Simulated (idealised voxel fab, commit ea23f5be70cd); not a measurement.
Process module under the name voxel trench capacitor
Pictured: cross-section cut, 245 nm wide, on a grid of 5 nm square cells.
This document writes a cross-section as a grid whose cells are square, and gives it as bands, listed from the top down; one or more rows of cells form a band.
Per band: top height and bottom height in nm, followed by the left-to-right materials and their widths in nm; "edge to edge" marks a single material spanning edge to edge, "empty" marks empty space.
Heights are reckoned from 0. Under this level, the received wafer is all of one material. The bottommost band is open-ended downward, for example "0..down".
Quick explanation for "30..40": the width changes in equal steps down the rows of cells, from the first number in the band's top row to the second number in its bottom row.
Step marked "nothing got changed"? Then no cell in the cross-section changed in it.
Voids not open to the top, 8 cells minimum: see "Sealed-off cavities". Written width x height at distance; distance is from the left edge; nm.
That trailing text on a step's line, after the settings, is the simulator's own remark on the step.
overlay nm: how far to the right of its planned place the mask lay on this masked step (negative: to the left).

[The planned process steps are enumerated hereunder]
| 1 | RECEIVE [material Si] |
| 2 | CONFORMAL_DEP [material SiN] [thk nm 5] |
| 3 | PATTERN [tone open] [mask id TRENCH] [material resist] [width nm 30] [pitch nm 45] [thk nm 15] [overlay nm 0] |
| 4 | DIRECTIONAL_ETCH [etch materials SiN] [depth nm 5] |
| 5 | DIRECTIONAL_ETCH [etch materials Si] [depth nm 40] |
| 6 | STRIP [etch materials resist] |
| 7 | CONFORMAL_DEP [material HfO2] [thk nm 5] |
| 8 | CONFORMAL_DEP [material TiN] [thk nm 5] |
| 9 | FILL_DEP [material W] [thk nm 5] |
| 10 | CMP [height nm 5] |

[First out of two wafers; run went to plan]

[As-received wafer cross-section (after step 1)]
* 0..down: Si edge to edge
* Sealed-off cavities: none

[After step 2: wafer cross-section]
* 5..0: SiN edge to edge
* Under the height 0 nothing was changed.

[After step 3: wafer cross-section]
* 20..5: resist 40, then empty 30, then resist 15, then empty 30, then resist 15, then empty 30, then resist 15, then empty 30, then resist 40
* Under the height 5 nothing was changed.

[After step 4: wafer cross-section]
* 20..5: resist 40, then empty 30, then resist 15, then empty 30, then resist 15, then empty 30, then resist 15, then empty 30, then resist 40
* 5..0: SiN 40, then empty 30, then SiN 15, then empty 30, then SiN 15, then empty 30, then SiN 15, then empty 30, then SiN 40
* Under the height 0 nothing was changed.

[After step 5: wafer cross-section]
* 20..5: resist 40, then empty 30, then resist 15, then empty 30, then resist 15, then empty 30, then resist 15, then empty 30, then resist 40
* 5..0: SiN 40, then empty 30, then SiN 15, then empty 30, then SiN 15, then empty 30, then SiN 15, then empty 30, then SiN 40
* 0..-40: Si 40, then empty 30, then Si 15, then empty 30, then Si 15, then empty 30, then Si 15, then empty 30, then Si 40
* Under the height -40 nothing was changed.

[After step 6: wafer cross-section]
* 5..0: SiN 40, then empty 30, then SiN 15, then empty 30, then SiN 15, then empty 30, then SiN 15, then empty 30, then SiN 40
* Under the height 0 nothing was changed.

[After step 7: wafer cross-section]
* 10..5: HfO2 45, then empty 20, then HfO2 25, then empty 20, then HfO2 25, then empty 20, then HfO2 25, then empty 20, then HfO2 45
* 5..0: SiN 40, then HfO2 5, then empty 20, then HfO2 5, then SiN 15, then HfO2 5, then empty 20, then HfO2 5, then SiN 15, then HfO2 5, then empty 20, then HfO2 5, then SiN 15, then HfO2 5, then empty 20, then HfO2 5, then SiN 40
* 0..-35: Si 40, then HfO2 5, then empty 20, then HfO2 5, then Si 15, then HfO2 5, then empty 20, then HfO2 5, then Si 15, then HfO2 5, then empty 20, then HfO2 5, then Si 15, then HfO2 5, then empty 20, then HfO2 5, then Si 40
* -35..-40: Si 40, then HfO2 30, then Si 15, then HfO2 30, then Si 15, then HfO2 30, then Si 15, then HfO2 30, then Si 40
* Under the height -40 nothing was changed.

[After step 8: wafer cross-section]
* 15..10: TiN 50, then empty 10, then TiN 35, then empty 10, then TiN 35, then empty 10, then TiN 35, then empty 10, then TiN 50
* 10..5: HfO2 45, then TiN 5, then empty 10, then TiN 5, then HfO2 25, then TiN 5, then empty 10, then TiN 5, then HfO2 25, then TiN 5, then empty 10, then TiN 5, then HfO2 25, then TiN 5, then empty 10, then TiN 5, then HfO2 45
* 5..0: SiN 40, then HfO2 5, then TiN 5, then empty 10, then TiN 5, then HfO2 5, then SiN 15, then HfO2 5, then TiN 5, then empty 10, then TiN 5, then HfO2 5, then SiN 15, then HfO2 5, then TiN 5, then empty 10, then TiN 5, then HfO2 5, then SiN 15, then HfO2 5, then TiN 5, then empty 10, then TiN 5, then HfO2 5, then SiN 40
* 0..-30: Si 40, then HfO2 5, then TiN 5, then empty 10, then TiN 5, then HfO2 5, then Si 15, then HfO2 5, then TiN 5, then empty 10, then TiN 5, then HfO2 5, then Si 15, then HfO2 5, then TiN 5, then empty 10, then TiN 5, then HfO2 5, then Si 15, then HfO2 5, then TiN 5, then empty 10, then TiN 5, then HfO2 5, then Si 40
* -30..-35: Si 40, then HfO2 5, then TiN 20, then HfO2 5, then Si 15, then HfO2 5, then TiN 20, then HfO2 5, then Si 15, then HfO2 5, then TiN 20, then HfO2 5, then Si 15, then HfO2 5, then TiN 20, then HfO2 5, then Si 40
* Under the height -35 nothing was changed.

[After step 9: wafer cross-section]
* 20..15: W edge to edge
* 15..10: TiN 50, then W 10, then TiN 35, then W 10, then TiN 35, then W 10, then TiN 35, then W 10, then TiN 50
* 10..5: HfO2 45, then TiN 5, then W 10, then TiN 5, then HfO2 25, then TiN 5, then W 10, then TiN 5, then HfO2 25, then TiN 5, then W 10, then TiN 5, then HfO2 25, then TiN 5, then W 10, then TiN 5, then HfO2 45
* 5..0: SiN 40, then HfO2 5, then TiN 5, then W 10, then TiN 5, then HfO2 5, then SiN 15, then HfO2 5, then TiN 5, then W 10, then TiN 5, then HfO2 5, then SiN 15, then HfO2 5, then TiN 5, then W 10, then TiN 5, then HfO2 5, then SiN 15, then HfO2 5, then TiN 5, then W 10, then TiN 5, then HfO2 5, then SiN 40
* 0..-30: Si 40, then HfO2 5, then TiN 5, then W 10, then TiN 5, then HfO2 5, then Si 15, then HfO2 5, then TiN 5, then W 10, then TiN 5, then HfO2 5, then Si 15, then HfO2 5, then TiN 5, then W 10, then TiN 5, then HfO2 5, then Si 15, then HfO2 5, then TiN 5, then W 10, then TiN 5, then HfO2 5, then Si 40
* Under the height -30 nothing was changed.

[After step 10: wafer cross-section]
* 5..0: SiN 40, then HfO2 5, then TiN 5, then W 10, then TiN 5, then HfO2 5, then SiN 15, then HfO2 5, then TiN 5, then W 10, then TiN 5, then HfO2 5, then SiN 15, then HfO2 5, then TiN 5, then W 10, then TiN 5, then HfO2 5, then SiN 15, then HfO2 5, then TiN 5, then W 10, then TiN 5, then HfO2 5, then SiN 40
* Under the height 0 nothing was changed.

[Second Wafer (Identical Start and Plan, One Processing Error; Matches First Wafer Through Step 6)]

[Cross-section of the second wafer corresponding to the planned conclusion of step 7]
* 10..5: TiN 45, then empty 20, then TiN 25, then empty 20, then TiN 25, then empty 20, then TiN 25, then empty 20, then TiN 45
* 5..0: SiN 40, then TiN 5, then empty 20, then TiN 5, then SiN 15, then TiN 5, then empty 20, then TiN 5, then SiN 15, then TiN 5, then empty 20, then TiN 5, then SiN 15, then TiN 5, then empty 20, then TiN 5, then SiN 40
* 0..-35: Si 40, then TiN 5, then empty 20, then TiN 5, then Si 15, then TiN 5, then empty 20, then TiN 5, then Si 15, then TiN 5, then empty 20, then TiN 5, then Si 15, then TiN 5, then empty 20, then TiN 5, then Si 40
* -35..-40: Si 40, then TiN 30, then Si 15, then TiN 30, then Si 15, then TiN 30, then Si 15, then TiN 30, then Si 40
* Under the height -40 nothing was changed.

[Cross-section of the second wafer corresponding to the planned conclusion of step 8]
* 15..10: HfO2 50, then empty 10, then HfO2 35, then empty 10, then HfO2 35, then empty 10, then HfO2 35, then empty 10, then HfO2 50
* 10..5: TiN 45, then HfO2 5, then empty 10, then HfO2 5, then TiN 25, then HfO2 5, then empty 10, then HfO2 5, then TiN 25, then HfO2 5, then empty 10, then HfO2 5, then TiN 25, then HfO2 5, then empty 10, then HfO2 5, then TiN 45
* 5..0: SiN 40, then TiN 5, then HfO2 5, then empty 10, then HfO2 5, then TiN 5, then SiN 15, then TiN 5, then HfO2 5, then empty 10, then HfO2 5, then TiN 5, then SiN 15, then TiN 5, then HfO2 5, then empty 10, then HfO2 5, then TiN 5, then SiN 15, then TiN 5, then HfO2 5, then empty 10, then HfO2 5, then TiN 5, then SiN 40
* 0..-30: Si 40, then TiN 5, then HfO2 5, then empty 10, then HfO2 5, then TiN 5, then Si 15, then TiN 5, then HfO2 5, then empty 10, then HfO2 5, then TiN 5, then Si 15, then TiN 5, then HfO2 5, then empty 10, then HfO2 5, then TiN 5, then Si 15, then TiN 5, then HfO2 5, then empty 10, then HfO2 5, then TiN 5, then Si 40
* -30..-35: Si 40, then TiN 5, then HfO2 20, then TiN 5, then Si 15, then TiN 5, then HfO2 20, then TiN 5, then Si 15, then TiN 5, then HfO2 20, then TiN 5, then Si 15, then TiN 5, then HfO2 20, then TiN 5, then Si 40
* Under the height -35 nothing was changed.

[Cross-section of the second wafer corresponding to the planned conclusion of step 9]
* 20..15: W edge to edge
* 15..10: HfO2 50, then W 10, then HfO2 35, then W 10, then HfO2 35, then W 10, then HfO2 35, then W 10, then HfO2 50
* 10..5: TiN 45, then HfO2 5, then W 10, then HfO2 5, then TiN 25, then HfO2 5, then W 10, then HfO2 5, then TiN 25, then HfO2 5, then W 10, then HfO2 5, then TiN 25, then HfO2 5, then W 10, then HfO2 5, then TiN 45
* 5..0: SiN 40, then TiN 5, then HfO2 5, then W 10, then HfO2 5, then TiN 5, then SiN 15, then TiN 5, then HfO2 5, then W 10, then HfO2 5, then TiN 5, then SiN 15, then TiN 5, then HfO2 5, then W 10, then HfO2 5, then TiN 5, then SiN 15, then TiN 5, then HfO2 5, then W 10, then HfO2 5, then TiN 5, then SiN 40
* 0..-30: Si 40, then TiN 5, then HfO2 5, then W 10, then HfO2 5, then TiN 5, then Si 15, then TiN 5, then HfO2 5, then W 10, then HfO2 5, then TiN 5, then Si 15, then TiN 5, then HfO2 5, then W 10, then HfO2 5, then TiN 5, then Si 15, then TiN 5, then HfO2 5, then W 10, then HfO2 5, then TiN 5, then Si 40
* Under the height -30 nothing was changed.

[Cross-section of the second wafer corresponding to the planned conclusion of step 10]
* 5..0: SiN 40, then TiN 5, then HfO2 5, then W 10, then HfO2 5, then TiN 5, then SiN 15, then TiN 5, then HfO2 5, then W 10, then HfO2 5, then TiN 5, then SiN 15, then TiN 5, then HfO2 5, then W 10, then HfO2 5, then TiN 5, then SiN 15, then TiN 5, then HfO2 5, then W 10, then HfO2 5, then TiN 5, then SiN 40
* Under the height 0 nothing was changed.
What broke from the plan during processing? order of steps 7 and 8 inverted relative to the plan
Final cells, second wafer relative to first, materials higher or lower: 16 fewer of HfO2 | 16 more of TiN
